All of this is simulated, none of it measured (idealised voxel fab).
This section sets out a process module, namely voxel ribs on slabs.
The cross-section shown here is cut; it is 155 nm wide and divided into square cells measuring 5 nm on a side.
Cross-section, as written here: a square-cell grid given band by band from the top down, where a band holds one or more rows of cells. Heads up on the band format: heights come first, top then bottom, in nm. After that it's the materials left to right, each with its width in nm. A single material flagged "everywhere" fills the whole band edge to edge, and "blank" means there's empty space there. Convention: height 0 is the level below which the wafer, as received, is all one material. The lowest band does not terminate at the bottom but continues downward, represented as "0 and below". Think of "30->40" as a width that walks from the first number to the second as you go down the band, top row to bottom row, taking equal-sized steps from row to row. "no modifications" after a step means that no cell of the cross-section changed. Enclosed voids (no open way to top), threshold 8 cells or more, entry "Closed void entries", notation width x height at distance, distance from left edge, nm. Whatever follows a step's settings on its line is a remark the simulator itself makes about that step. For masked steps, "overlay nm" on the step line gives how far right of plan the mask actually lay; a minus sign means it lay to the left.

[Process steps (planned)]
1,RECEIVE: material Si
2,DIRECTIONAL_DEP: material SiO2, thk nm 20
3,DIRECTIONAL_DEP: material SiN, thk nm 25
4,PATTERN: tone cover, mask id RIB, material resist, width nm 30, thk nm 20, overlay nm 0
5,DIRECTIONAL_ETCH: etch materials SiN, depth nm 15
6,STRIP: etch materials resist
7,MASKED_ETCH: tone cover, mask id SLAB, width nm 90, etch materials SiN, depth nm 10, overlay nm 0
8,FILL_DEP: material SiO2, thk nm 15
9,CMP: height nm 55
10,DIRECTIONAL_DEP: material W, thk nm 10
11,PATTERN: tone cover, mask id HEATER, material resist, width nm 40, thk nm 20, overlay nm 0
12,DIRECTIONAL_ETCH: etch materials W, depth nm 10
13,STRIP: etch materials resist
14,CONFORMAL_DEP: material SiO2, thk nm 5

[The first of the two wafers, which ran as planned]

[Cross-sectional view of the wafer in its as-received condition, corresponding to the state after step 1]
> 0 and below  Si everywhere
> Closed void entries: none

[Cross-sectional representation of the wafer at the conclusion of step 2]
> 20 down to 0  SiO2 everywhere
> Unchanged below 0.

[Cross-sectional representation of the wafer at the conclusion of step 3]
> 45 down to 20  SiN everywhere
> Unchanged below 20.

[Cross-sectional representation of the wafer at the conclusion of step 4]
> 65 down to 45  blank (60) / resist (30) / blank (65)
> Unchanged below 45.

[Cross-sectional representation of the wafer at the conclusion of step 5]
> 65 down to 45  blank (60) / resist (30) / blank (65)
> 45 down to 30  blank (60) / SiN (30) / blank (65)
> Unchanged below 30.

[Cross-sectional representation of the wafer at the conclusion of step 6]
> 45 down to 30  blank (60) / SiN (30) / blank (65)
> Unchanged below 30.

[Cross-sectional representation of the wafer at the conclusion of step 7]
> 45 down to 30  blank (60) / SiN (30) / blank (65)
> 30 down to 20  blank (30) / SiN (90) / blank (35)
> Unchanged below 20.

[Cross-sectional representation of the wafer at the conclusion of step 8]
> 60 down to 45  SiO2 everywhere
> 45 down to 30  SiO2 (60) / SiN (30) / SiO2 (65)
> 30 down to 20  SiO2 (30) / SiN (90) / SiO2 (35)
> Unchanged below 20.

[Cross-sectional representation of the wafer at the conclusion of step 9]
> 55 down to 45  SiO2 everywhere
> Unchanged below 45.

[Cross-sectional representation of the wafer at the conclusion of step 10]
> 65 down to 55  W everywhere
> Unchanged below 55.

[Cross-sectional representation of the wafer at the conclusion of step 11]
> 85 down to 65  blank (55) / resist (40) / blank (60)
> Unchanged below 65.

[Cross-sectional representation of the wafer at the conclusion of step 12]
> 85 down to 65  blank (55) / resist (40) / blank (60)
> 65 down to 55  blank (55) / W (40) / blank (60)
> Unchanged below 55.

[Cross-sectional representation of the wafer at the conclusion of step 13]
> 65 down to 55  blank (55) / W (40) / blank (60)
> Unchanged below 55.

[Cross-sectional representation of the wafer at the conclusion of step 14]
> 70 down to 65  blank (50) / SiO2 (50) / blank (55)
> 65 down to 60  blank (50) / SiO2 (5) / W (40) / SiO2 (5) / blank (55)
> 60 down to 55  SiO2 (55) / W (40) / SiO2 (60)
> Unchanged below 55.

[Second wafer: same start and same plan as the first, one execution error; identical to the first through step 13]

The second wafer in cross-section, at the planned close of step 14: no modifications
What went wrong in running the wafer? plan step 14 was not performed, having been skipped
End check, counted in cells, second wafer has more or fewer of these materials than the first: SiO2: 35 fewer
